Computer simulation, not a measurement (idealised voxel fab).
Process module heading - voxel lift off
The cross-section shown here is cut; it is 220 nm wide and divided into square cells measuring 5 nm on a side.
For the purposes of this document, a cross-section shall be understood as a grid of square cells, specified as bands listed in top-to-bottom order, each band consisting of one or more rows of cells.
Band: top height; bottom height; in nm. Then, left to right: material with width in nm, for each material. "all across": a single material spanning edge to edge. "air": empty space.
Height 0 is the level under which the wafer as received is all one material. The lowest band goes on downwards, as in "top 0, no bottom".
Width spec "30->40" -> top row of cells at first value, bottom row at second value, equal per-row change in between.
It should be understood that the words "left unchanged", when stated for a given step, signify that the cross-section underwent no change in any of its cells during that step.
"Closed void roster": empty spaces of 8 cells or more with no open way to the top, each given as width x height at distance, distance from the left edge, all in nm.
Formally, on a step line, whatever follows the settings is a remark that the simulator itself makes on the step.
overlay nm: right-of-plan distance of the mask on a masked step; negative values mean left-of-plan.
**Process steps (planned)**
1,RECEIVE (material Si)
2,CONFORMAL_DEP (material Al2O3; thk nm 5)
3,PATTERN (tone open; mask id LINES; material resist; width nm 30; pitch nm 45; thk nm 25; overlay nm 0)
4,DIRECTIONAL_DEP (material Ru; thk nm 15)
5,STRIP (etch materials resist)
6,CONFORMAL_DEP (material SiO2; thk nm 5)
Quick note for whoever runs this: the wafers start identical, but the thk nm at step 2 isn't the same across them. The plan just shows what the first wafer had.
**Cross-section of the first of several wafers as received (after step 1)**
top 0, no bottom = Si all across
Closed void roster: none
**Quick look at the cross-section of the first of several wafers after step 6, which wraps up the module**
top 25, bottom 20 = 65 of air | 40 of SiO2 | 5 of air | 40 of SiO2 | 70 of air
top 20, bottom 10 = 65 of air | 5 of SiO2 | 30 of Ru | 5 of SiO2 | 5 of air | 5 of SiO2 | 30 of Ru | 5 of SiO2 | 70 of air
top 10, bottom 5 = 70 of SiO2 | 30 of Ru | 15 of SiO2 | 30 of Ru | 75 of SiO2
top 5, bottom 0 = Al2O3 all across
top 0, no bottom = Si all across
Closed void roster: none
**Of the several wafers, the last: cross-section at the end of the module**
top 45, bottom 40 = 65 of air | 40 of SiO2 | 5 of air | 40 of SiO2 | 70 of air
top 40, bottom 30 = 65 of air | 5 of SiO2 | 30 of Ru | 5 of SiO2 | 5 of air | 5 of SiO2 | 30 of Ru | 5 of SiO2 | 70 of air
top 30, bottom 25 = 70 of SiO2 | 30 of Ru | 15 of SiO2 | 30 of Ru | 75 of SiO2
top 25, bottom 0 = Al2O3 all across
top 0, no bottom = Si all across
Closed void roster: none
**Heads up, this table goes wafer by wafer. A row tells you, at the end of the module, how many cells of each material that wafer has put on (+) or dropped (-) since it was received, and then its closed voids**
thk nm 5 | +44 Al2O3 | +36 Ru | +56 SiO2 | Closed void roster: none
thk nm 10 | +88 Al2O3 | +36 Ru | +56 SiO2 | Closed void roster: none
thk nm 15 | +132 Al2O3 | +36 Ru | +56 SiO2 | Closed void roster: none
thk nm 20 | +176 Al2O3 | +36 Ru | +56 SiO2 | Closed void roster: none
thk nm 25 | +220 Al2O3 | +36 Ru | +56 SiO2 | Closed void roster: none
